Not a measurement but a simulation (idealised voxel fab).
Process module in this document: voxel double patterning
In the cross-section labelled cut, the width is 215 nm and each square cell is 5 nm.
For the purposes of this document, a cross-section shall be understood as a grid of square cells, specified as bands listed in top-to-bottom order, each band consisting of one or more rows of cells. Quick guide to a band line: top height, bottom height (nm) up front; then every material left to right with its width in nm. Only one material and it's marked "all across"? Then it fills the band edge to edge. And "empty" just means empty space. Heights are reckoned from 0. Under this level, the received wafer is all of one material. The bottommost band is open-ended downward, for example "top 0, no bottom". Note: "30..40" means the width goes from the first number (top row of the band) to the second number (bottom row) in equal steps per row of cells. When a step is marked "identical to before", none of the cells in the cross-section changed during that step. Closed void roster: empty space of 8 cells or more with no open way to the top, each as width x height at its distance from the left edge, in nm. The remark found on a step's line after its settings is issued by the simulator itself and pertains to that step. You can add "overlay nm" to a step's line. For a step with a mask, it describes how far the mask lay to the right of its planned position, and a negative number describes a lay to the left.
### Below is the list of planned process steps
1. RECEIVE | material Si
2. CONFORMAL_DEP | material SiO2 | thk nm 10
3. DIRECTIONAL_DEP | material polySi | thk nm 10
4. DIRECTIONAL_DEP | material SiCN | thk nm 10
5. PATTERN | tone open | mask id FIRST | material resist | width nm 15 | pitch nm 50 | thk nm 15 | overlay nm 0
6. DIRECTIONAL_ETCH | etch materials SiCN | depth nm 10
7. STRIP | etch materials resist
8. DIRECTIONAL_DEP | material aC | thk nm 10
9. PATTERN | tone open | mask id SECOND | material resist | width nm 15 | pitch nm 50 | thk nm 30 | overlay nm 0
10. DIRECTIONAL_ETCH | etch materials aC | depth nm 10
11. STRIP | etch materials resist
12. DIRECTIONAL_ETCH | etch materials SiCN | depth nm 10
13. STRIP | etch materials aC
14. DIRECTIONAL_ETCH | etch materials polySi | depth nm 10
15. STRIP | etch materials SiCN
### So this is the incoming wafer in cross-section - it's already been through step 1
> top 0, no bottom = Si all across
> Closed void roster: none
### The module was run from the start shown above using the plan shown above, but one mistake was made doing it; the resulting wafer cross-section is below
> top 40, bottom 30 = 50 aC | 115 empty | 50 aC
> top 30, bottom 20 = 50 SiCN | 15 aC | 35 empty | 15 aC | 35 empty | 15 aC | 50 SiCN
> top 20, bottom 10 = 65 polySi | 35 empty | 15 polySi | 35 empty | 65 polySi
> top 10, bottom 0 = SiO2 all across
> top 0, no bottom = Si all across
> Closed void roster: none
It is concluded that the wafer was processed incorrectly with respect to the plan, in that step 13 was run on a setting that differed from the plan, and what really ran there is STRIP | etch materials SiCN
